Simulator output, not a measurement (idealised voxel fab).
Presented below is a process module, voxel ribs on slabs.
Section cut is 250 nm wide and gridded with 5 nm square cells.
Format of a cross-section: grid, square cells. Given as bands. Order: top down. Band: one or more rows of cells. Quick guide to a band line: top height, bottom height (nm) up front; then every material left to right with its width in nm. Only one material and it's marked "throughout"? Then it fills the band edge to edge. And "air" just means empty space. Zero point of the height axis is 0; under it, received wafer = one material. Lowest band: continues down indefinitely, "0 nm and below". With a width like "30 to 40", each row of cells in the band differs from the next by the same amount, the top row carrying the first number and the bottom row the second. You'll sometimes find "nothing different" written for a step, and that's the way of saying that nowhere in the cross-section did a cell change during that step. "Closed-off voids" lists enclosed empty spaces (at least 8 cells, no open path upward to the top), each as width x height at distance from the left edge, in nm. after a step's settings: what the simulator itself notes on the step. overlay nm: mask right of planned place by this much (step with mask). Neg. = left.

## Planned step list for the process
1) RECEIVE with material Si
2) DIRECTIONAL_DEP with material SiO2, thk nm 25
3) DIRECTIONAL_DEP with material SiN, thk nm 15
4) MASKED_ETCH with tone cover, mask id RIB, width nm 20, etch materials SiN, depth nm 10, overlay nm 0
5) MASKED_ETCH with tone cover, mask id SLAB, width nm 60, etch materials SiN, depth nm 5, overlay nm 0
6) FILL_DEP with material SiO2, thk nm 20
7) CMP with height nm 50
8) DIRECTIONAL_DEP with material TiN, thk nm 5
9) MASKED_ETCH with tone cover, mask id HEATER, width nm 30, etch materials TiN, depth nm 5, overlay nm 0
10) CONFORMAL_DEP with material SiO2, thk nm 5

## Received-state cross-section, reflecting completion of step 1
> 0 nm and below | Si throughout
> Closed-off voids: none

## Cross-section, end of module. Start: as above. Plan: as above. Execution: one mistake
> 60 nm to 55 nm | 105 nm air  40 nm SiO2  105 nm air
> 55 nm to 50 nm | 110 nm SiO2  30 nm TiN  110 nm SiO2
> 50 nm to 40 nm | 115 to 95 nm SiO2  20 to 60 nm SiN  115 to 95 nm SiO2
> 40 nm to 25 nm | SiN throughout
> 25 nm to 0 nm | SiO2 throughout
> 0 nm and below | Si throughout
> Closed-off voids: none
It is concluded that the wafer was processed incorrectly with respect to the plan, in that it should be noted that step 3 of the plan was executed twice
